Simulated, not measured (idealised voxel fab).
process module | voxel capacitor over wiring
Shown is cross-section cut, with a width of 155 nm and square cells of size 5 nm.
If you're reading a cross-section in this doc, picture square cells in a grid; it comes to you as bands, top ones listed first down to the bottom, and a band can be one or more rows of cells.
Per band: top height and bottom height in nm, followed by the left-to-right materials and their widths in nm; "full width" marks a single material spanning edge to edge, "blank" marks empty space.
Where do heights start? At 0: under that level the wafer as delivered is made of one material only. And the lowest band has no floor; it just carries on downward, as in "0 nm and below".
Width spec "30 to 40" -> top row of cells at first value, bottom row at second value, equal per-row change in between.
The cross-section has no changed cell in any step marked "nothing got changed".
"Entrapped voids" lists enclosed empty spaces (at least 8 cells, no open path upward to the top), each as width x height at distance from the left edge, in nm.
Anything after a step's settings on that line? It's the simulator's own note about the step.
overlay nm: mask offset rightward from planned place, masked step; negative means leftward offset.

### The planned process steps are enumerated hereunder
1. RECEIVE: material Si
2. CONFORMAL_DEP: material SiO2, thk nm 15
3. CONFORMAL_DEP: material SiN, thk nm 5
4. DIRECTIONAL_DEP: material SiO2, thk nm 25
5. DIRECTIONAL_DEP: material aC, thk nm 15
6. PATTERN: tone open, mask id METAL_1, material resist, width nm 30, pitch nm 80, thk nm 35, overlay nm 0
7. DIRECTIONAL_ETCH: etch materials aC, depth nm 15
8. STRIP: etch materials resist
9. DIRECTIONAL_ETCH: etch materials SiO2, depth nm 25
10. DIRECTIONAL_ETCH: etch materials SiN, depth nm 5
11. STRIP: etch materials aC
12. CONFORMAL_DEP: material TiN, thk nm 5
13. FILL_DEP: material Ru, thk nm 5
14. CMP: height nm 45
15. CONFORMAL_DEP: material SiCN, thk nm 5
16. DIRECTIONAL_DEP: material lowk, thk nm 15
17. MASKED_ETCH: tone open, mask id PLUG_1, width nm 15, etch materials lowk, depth nm 15, overlay nm 0
18. MASKED_ETCH: tone open, mask id PLUG_1, width nm 15, etch materials SiCN, depth nm 5, overlay nm 0
19. EPI: material Ru, thk nm 10
20. EPI: material Ru, thk nm 10
21. DIRECTIONAL_DEP: material TiN, thk nm 10
22. DIRECTIONAL_DEP: material HfO2, thk nm 5
23. DIRECTIONAL_DEP: material TiN, thk nm 10
24. DIRECTIONAL_DEP: material aC, thk nm 15
25. PATTERN: tone cover, mask id UPPER_PLATE, material resist, width nm 55, thk nm 30, overlay nm 0
26. DIRECTIONAL_ETCH: etch materials aC, depth nm 15
27. STRIP: etch materials resist
28. DIRECTIONAL_ETCH: etch materials TiN, depth nm 10
29. DIRECTIONAL_ETCH: etch materials HfO2, depth nm 5
30. STRIP: etch materials aC
31. DIRECTIONAL_DEP: material aC, thk nm 10
32. PATTERN: tone cover, mask id LOWER_PLATE, material resist, width nm 65, thk nm 30, overlay nm 0
33. DIRECTIONAL_ETCH: etch materials aC, depth nm 10
34. STRIP: etch materials resist
35. DIRECTIONAL_ETCH: etch materials TiN, depth nm 10
36. STRIP: etch materials aC
37. FILL_DEP: material SiO2, thk nm 20
38. CMP: height nm 105
39. MASKED_ETCH: tone open, mask id PLUG_2, width nm 15, etch materials SiO2, depth nm 15, overlay nm 0
40. CONFORMAL_DEP: material TiN, thk nm 5
41. FILL_DEP: material Ru, thk nm 10
42. CMP: height nm 105
43. CONFORMAL_DEP: material SiCN, thk nm 5

### Wafer cross-section on receipt, i.e. after step 1
	0 nm and below  Si full width
	Entrapped voids: none

### Final wafer profile in cross-section after the module, from the same start and plan as above, with one mistake made during processing
	110 nm to 105 nm  SiCN full width
	105 nm to 95 nm  SiO2=45, then TiN=5, then Ru=5, then TiN=5, then SiO2=95
	95 nm to 90 nm  SiO2=45, then TiN=15, then SiO2=95
	90 nm to 80 nm  SiO2=30, then TiN=5, then SiO2=55, then TiN=5, then SiO2=60
	80 nm to 75 nm  HfO2=35, then SiO2=55, then HfO2=65
	75 nm to 65 nm  TiN full width
	65 nm to 50 nm  lowk=35, then Ru=15, then lowk=105
	50 nm to 45 nm  SiCN=35, then Ru=15, then SiCN=105
	45 nm to 20 nm  SiO2=20, then TiN=5, then Ru=20, then TiN=5, then SiO2=50, then TiN=5, then Ru=20, then TiN=5, then SiO2=25
	20 nm to 15 nm  SiN=20, then TiN=30, then SiN=50, then TiN=30, then SiN=25
	15 nm to 0 nm  SiO2 full width
	0 nm and below  Si full width
	Entrapped voids: none
What was done differently from what was planned? for step 25, the planned setting was not used; the step was instead run as PATTERN: tone open, mask id UPPER_PLATE, material resist, width nm 55, thk nm 30, overlay nm 0
